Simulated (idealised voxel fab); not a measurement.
process module | voxel wiring stack
cross-section cut | 200 nm wide | cells 5 nm
A cross-section is a grid of square cells, given in bands from the top down. A band is one or more rows of cells.
Each band's line starts with the height of the band's top and of its bottom, in nm. Then come its materials from left to right, each with its width in nm. One material with "throughout" fills the band from edge to edge. "air" is empty space.
Height 0 is the level under which the wafer as received is all one material. The lowest band goes on downwards, as in "0 down".
A width such as "30 to 40" changes by the same amount from each row of cells to the next, from the band's top row to its bottom row.
"no change" after a step means that no cell of the cross-section changed.
closed voids: empty space of 8 cells or more with no open way to the top, each as width x height at its distance from the left edge, in nm
after a step's settings: what the simulator itself notes on the step
overlay nm, on a step with a mask: how far to the right of its planned place the mask lay; to the left if negative
Each pair below shows a cross-section before one step and the cross-section after it, down to the lowest band that changed. The line under each pair gives the step between them, with its settings. The pairs can come from different runs of this module on the same starting wafer, so a pair continues from the pair above only where its "before" says so.
before
  110 to 100: aC 50 | air 15 | aC 25 | air 15 | aC 25 | air 15 | aC 55
  100 to 85: SiO2 50 | air 15 | SiO2 25 | air 15 | SiO2 25 | air 15 | SiO2 55
  85 to 80: SiCN 50 | air 15 | SiCN 25 | air 15 | SiCN 25 | air 15 | SiCN 55
  80 to 75: SiCN 45 | Ru 30 | SiCN 10 | Ru 30 | SiCN 10 | Ru 30 | SiCN 45
  75 to 60: SiO2 50 | TiN 5 | W 10 | TiN 5 | SiO2 20 | TiN 5 | W 10 | TiN 5 | SiO2 20 | TiN 5 | W 10 | TiN 5 | SiO2 50
  60 to 55: SiN 50 | TiN 20 | SiN 20 | TiN 20 | SiN 20 | TiN 20 | SiN 50
  55 to 45: lowk 55 | Ru 15 | lowk 25 | Ru 15 | lowk 25 | Ru 15 | lowk 50
  45 to 40: SiCN 55 | Ru 15 | SiCN 25 | Ru 15 | SiCN 25 | Ru 15 | SiCN 50
  40 to 15: lowk 50 | W 20 | lowk 20 | W 20 | lowk 20 | W 20 | lowk 50
  15 to 10: lowk 50 | TiN 20 | lowk 20 | TiN 20 | lowk 20 | TiN 20 | lowk 50
  10 to 0: SiO2 throughout
  0 down: Si throughout
  closed voids: none
after
  100 to 85: SiO2 50 | air 15 | SiO2 25 | air 15 | SiO2 25 | air 15 | SiO2 55
  below 85: unchanged
  closed voids: none
the step between: op STRIP | etch materials aC
before: the cross-section after the pair above
after
  100 to 90: SiO2 50 | air 15 | SiO2 25 | air 15 | SiO2 25 | air 15 | SiO2 55
  90 to 85: SiO2 50 | Ru 15 | SiO2 25 | Ru 15 | SiO2 25 | Ru 15 | SiO2 55
  85 to 75: SiCN 50 to 45 | Ru 15 to 30 | SiCN 25 to 10 | Ru 15 to 30 | SiCN 25 to 10 | Ru 15 to 30 | SiCN 55 to 45
  below 75: unchanged
  closed voids: none
the step between: op EPI | material Ru | thk nm 10
before: the cross-section after the pair above
after
  100 to 85: SiO2 50 | Ru 15 | SiO2 25 | Ru 15 | SiO2 25 | Ru 15 | SiO2 55
  below 85: unchanged
  closed voids: none
the step between: op EPI | material Ru | thk nm 10
before: the cross-section after the pair above
after
  105 to 100: TiN throughout
  below 100: unchanged
  closed voids: none
the step between: op DIRECTIONAL_DEP | material TiN | thk nm 5
before: the cross-section after the pair above
after
  120 to 105: W throughout
  below 105: unchanged
  closed voids: none
the step between: op DIRECTIONAL_DEP | material W | thk nm 15
before: the cross-section after the pair above
after
  120 to 105: air 50 | W 20 | air 20 | W 20 | air 20 | W 20 | air 50
  below 105: unchanged
  closed voids: none
the step between: op MASKED_ETCH | tone cover | mask id METAL_3 | width nm 20 | pitch nm 40 | etch materials W | depth nm 15 | overlay nm 0
before: the cross-section after the pair above
after
  120 to 105: air 50 | W 20 | air 20 | W 20 | air 20 | W 20 | air 50
  105 to 100: air 50 | TiN 20 | air 20 | TiN 20 | air 20 | TiN 20 | air 50
  below 100: unchanged
  closed voids: none
the step between: op MASKED_ETCH | tone cover | mask id METAL_3 | width nm 20 | pitch nm 40 | etch materials TiN | depth nm 5 | overlay nm 0
before: the cross-section after the pair above
after
  130 to 120: SiO2 throughout
  120 to 105: SiO2 50 | W 20 | SiO2 20 | W 20 | SiO2 20 | W 20 | SiO2 50
  105 to 100: SiO2 50 | TiN 20 | SiO2 20 | TiN 20 | SiO2 20 | TiN 20 | SiO2 50
  below 100: unchanged
  closed voids: none
the step between: op FILL_DEP | material SiO2 | thk nm 10
before: the cross-section after the pair above
after
  120 to 105: SiO2 50 | W 20 | SiO2 20 | W 20 | SiO2 20 | W 20 | SiO2 50
  below 105: unchanged
  closed voids: none
the step between: op CMP | height nm 120
before: the cross-section after the pair above
after
  125 to 120: SiN throughout
  below 120: unchanged
  closed voids: none
the step between: op CONFORMAL_DEP | material SiN | thk nm 5
before
  100 to 85: SiO2 50 | Ru 15 | SiO2 25 | Ru 15 | SiO2 25 | Ru 15 | SiO2 55
  85 to 75: SiCN 50 to 45 | Ru 15 to 30 | SiCN 25 to 10 | Ru 15 to 30 | SiCN 25 to 10 | Ru 15 to 30 | SiCN 55 to 45
  75 to 60: SiO2 50 | TiN 5 | W 10 | TiN 5 | SiO2 20 | TiN 5 | W 10 | TiN 5 | SiO2 20 | TiN 5 | W 10 | TiN 5 | SiO2 50
  60 to 55: SiN 50 | TiN 20 | SiN 20 | TiN 20 | SiN 20 | TiN 20 | SiN 50
  55 to 45: lowk 50 | Ru 15 | lowk 25 | Ru 15 | lowk 25 | Ru 15 | lowk 55
  45 to 40: SiCN 50 | Ru 15 | SiCN 25 | Ru 15 | SiCN 25 | Ru 15 | SiCN 55
  40 to 15: lowk 50 | W 20 | lowk 20 | W 20 | lowk 20 | W 20 | lowk 50
  15 to 10: lowk 50 | TiN 20 | lowk 20 | TiN 20 | lowk 20 | TiN 20 | lowk 50
  10 to 0: SiO2 throughout
  0 down: Si throughout
  closed voids: none
after
  105 to 100: aC throughout
  below 100: unchanged
  closed voids: none
the step between: op DIRECTIONAL_DEP | material aC | thk nm 5
before: the cross-section after the pair above
after
  120 to 105: W throughout
  below 105: unchanged
  closed voids: none
the step between: op DIRECTIONAL_DEP | material W | thk nm 15
before: the cross-section after the pair above
after
  120 to 105: air 50 | W 20 | air 20 | W 20 | air 20 | W 20 | air 50
  below 105: unchanged
  closed voids: none
the step between: op MASKED_ETCH | tone cover | mask id METAL_3 | width nm 20 | pitch nm 40 | etch materials W | depth nm 15 | overlay nm 0
before: the cross-section after the pair above
after
  130 to 120: SiO2 throughout
  120 to 105: SiO2 50 | W 20 | SiO2 20 | W 20 | SiO2 20 | W 20 | SiO2 50
  below 105: unchanged
  closed voids: none
the step between: op FILL_DEP | material SiO2 | thk nm 10
before: the cross-section after the pair above
after
  120 to 105: SiO2 50 | W 20 | SiO2 20 | W 20 | SiO2 20 | W 20 | SiO2 50
  below 105: unchanged
  closed voids: none
the step between: op CMP | height nm 120
before: the cross-section after the pair above
after
  125 to 120: SiN throughout
  below 120: unchanged
  closed voids: none
the step between: op CONFORMAL_DEP | material SiN | thk nm 5
before
  110 to 100: aC throughout
  100 to 85: SiO2 throughout
  85 to 80: SiCN throughout
  80 to 75: SiCN 45 | Ru 30 | SiCN 10 | Ru 30 | SiCN 10 | Ru 30 | SiCN 45
  75 to 60: SiO2 50 | TiN 5 | W 10 | TiN 5 | SiO2 20 | TiN 5 | W 10 | TiN 5 | SiO2 20 | TiN 5 | W 10 | TiN 5 | SiO2 50
  60 to 55: SiN 50 | TiN 20 | SiN 20 | TiN 20 | SiN 20 | TiN 20 | SiN 50
  55 to 45: lowk 50 | Ru 15 | lowk 25 | Ru 15 | lowk 25 | Ru 15 | lowk 55
  45 to 40: SiCN 50 | Ru 15 | SiCN 25 | Ru 15 | SiCN 25 | Ru 15 | SiCN 55
  40 to 15: lowk 50 | W 20 | lowk 20 | W 20 | lowk 20 | W 20 | lowk 50
  15 to 10: lowk 50 | TiN 20 | lowk 20 | TiN 20 | lowk 20 | TiN 20 | lowk 50
  10 to 0: SiO2 throughout
  0 down: Si throughout
  closed voids: none
after
  135 to 110: air 50 | resist 15 | air 25 | resist 15 | air 25 | resist 15 | air 55
  below 110: unchanged
  closed voids: none
the step between: op PATTERN | tone cover | mask id PLUG_2 | material resist | width nm 15 | pitch nm 40 | thk nm 25 | overlay nm 0
before: the cross-section after the pair above
after
  125 to 110: air 50 | resist 15 | air 25 | resist 15 | air 25 | resist 15 | air 55
  110 to 100: air 50 | aC 15 | air 25 | aC 15 | air 25 | aC 15 | air 55
  below 100: unchanged
  closed voids: none
the step between: op DIRECTIONAL_ETCH | etch materials aC | depth nm 10
before: the cross-section after the pair above
after
  110 to 100: air 50 | aC 15 | air 25 | aC 15 | air 25 | aC 15 | air 55
  below 100: unchanged
  closed voids: none
the step between: op STRIP | etch materials resist
before: the cross-section after the pair above
after
  110 to 100: air 50 | aC 15 | air 25 | aC 15 | air 25 | aC 15 | air 55
  100 to 85: air 50 | SiO2 15 | air 25 | SiO2 15 | air 25 | SiO2 15 | air 55
  below 85: unchanged
  closed voids: none
the step between: op DIRECTIONAL_ETCH | etch materials SiO2 | depth nm 15
before: the cross-section after the pair above
after
  110 to 100: air 50 | aC 15 | air 25 | aC 15 | air 25 | aC 15 | air 55
  100 to 85: air 50 | SiO2 15 | air 25 | SiO2 15 | air 25 | SiO2 15 | air 55
  85 to 80: air 50 | SiCN 15 | air 25 | SiCN 15 | air 25 | SiCN 15 | air 55
  below 80: unchanged
  closed voids: none
the step between: op DIRECTIONAL_ETCH | etch materials SiCN | depth nm 5
before: the cross-section after the pair above
after
  100 to 85: air 50 | SiO2 15 | air 25 | SiO2 15 | air 25 | SiO2 15 | air 55
  below 85: unchanged
  closed voids: none
the step between: op STRIP | etch materials aC
before: the cross-section after the pair above
after
  100 to 90: air 50 | SiO2 15 | air 25 | SiO2 15 | air 25 | SiO2 15 | air 55
  90 to 85: air 35 | Ru 15 | SiO2 15 | Ru 25 | SiO2 15 | Ru 25 | SiO2 15 | Ru 20 | air 35
  85 to 80: air 35 | Ru 15 | SiCN 15 | Ru 25 | SiCN 15 | Ru 25 | SiCN 15 | Ru 20 | air 35
  below 80: unchanged
  closed voids: none
the step between: op EPI | material Ru | thk nm 10
before: the cross-section after the pair above
after
  100 to 85: air 25 | Ru 25 | SiO2 15 | Ru 25 | SiO2 15 | Ru 25 | SiO2 15 | Ru 30 | air 25
  85 to 80: air 25 | Ru 25 | SiCN 15 | Ru 25 | SiCN 15 | Ru 25 | SiCN 15 | Ru 30 | air 25
  below 80: unchanged
  closed voids: none
the step between: op EPI | material Ru | thk nm 10
before: the cross-section after the pair above
after
  105 to 100: air 25 | TiN 150 | air 25
  100 to 85: air 25 | Ru 25 | SiO2 15 | Ru 25 | SiO2 15 | Ru 25 | SiO2 15 | Ru 30 | air 25
  85 to 80: TiN 25 | Ru 25 | SiCN 15 | Ru 25 | SiCN 15 | Ru 25 | SiCN 15 | Ru 30 | TiN 25
  below 80: unchanged
  closed voids: none
the step between: op DIRECTIONAL_DEP | material TiN | thk nm 5
before: the cross-section after the pair above
after
  120 to 105: air 25 | W 150 | air 25
  105 to 100: air 25 | TiN 150 | air 25
  100 to 85: W 25 | Ru 25 | SiO2 15 | Ru 25 | SiO2 15 | Ru 25 | SiO2 15 | Ru 30 | W 25
  below 85: unchanged
  closed voids: none
the step between: op DIRECTIONAL_DEP | material W | thk nm 15
before: the cross-section after the pair above
after
  120 to 105: air 50 | W 20 | air 20 | W 20 | air 20 | W 20 | air 50
  105 to 100: air 25 | TiN 150 | air 25
  100 to 85: air 25 | Ru 25 | SiO2 15 | Ru 25 | SiO2 15 | Ru 25 | SiO2 15 | Ru 30 | air 25
  below 85: unchanged
  closed voids: none
the step between: op MASKED_ETCH | tone cover | mask id METAL_3 | width nm 20 | pitch nm 40 | etch materials W | depth nm 15 | overlay nm 0
before: the cross-section after the pair above
after
  120 to 105: air 50 | W 20 | air 20 | W 20 | air 20 | W 20 | air 50
  105 to 100: air 50 | TiN 20 | air 20 | TiN 20 | air 20 | TiN 20 | air 50
  100 to 85: air 25 | Ru 25 | SiO2 15 | Ru 25 | SiO2 15 | Ru 25 | SiO2 15 | Ru 30 | air 25
  85 to 80: air 25 | Ru 25 | SiCN 15 | Ru 25 | SiCN 15 | Ru 25 | SiCN 15 | Ru 30 | air 25
  below 80: unchanged
  closed voids: none
the step between: op MASKED_ETCH | tone cover | mask id METAL_3 | width nm 20 | pitch nm 40 | etch materials TiN | depth nm 5 | overlay nm 0
before: the cross-section after the pair above
after
  130 to 120: SiO2 throughout
  120 to 105: SiO2 50 | W 20 | SiO2 20 | W 20 | SiO2 20 | W 20 | SiO2 50
  105 to 100: SiO2 50 | TiN 20 | SiO2 20 | TiN 20 | SiO2 20 | TiN 20 | SiO2 50
  100 to 85: SiO2 25 | Ru 25 | SiO2 15 | Ru 25 | SiO2 15 | Ru 25 | SiO2 15 | Ru 30 | SiO2 25
  85 to 80: SiO2 25 | Ru 25 | SiCN 15 | Ru 25 | SiCN 15 | Ru 25 | SiCN 15 | Ru 30 | SiO2 25
  below 80: unchanged
  closed voids: none
the step between: op FILL_DEP | material SiO2 | thk nm 10
before: the cross-section after the pair above
after
  120 to 105: SiO2 50 | W 20 | SiO2 20 | W 20 | SiO2 20 | W 20 | SiO2 50
  below 105: unchanged
  closed voids: none
the step between: op CMP | height nm 120
before: the cross-section after the pair above
after
  125 to 120: SiN throughout
  below 120: unchanged
  closed voids: none
the step between: op CONFORMAL_DEP | material SiN | thk nm 5
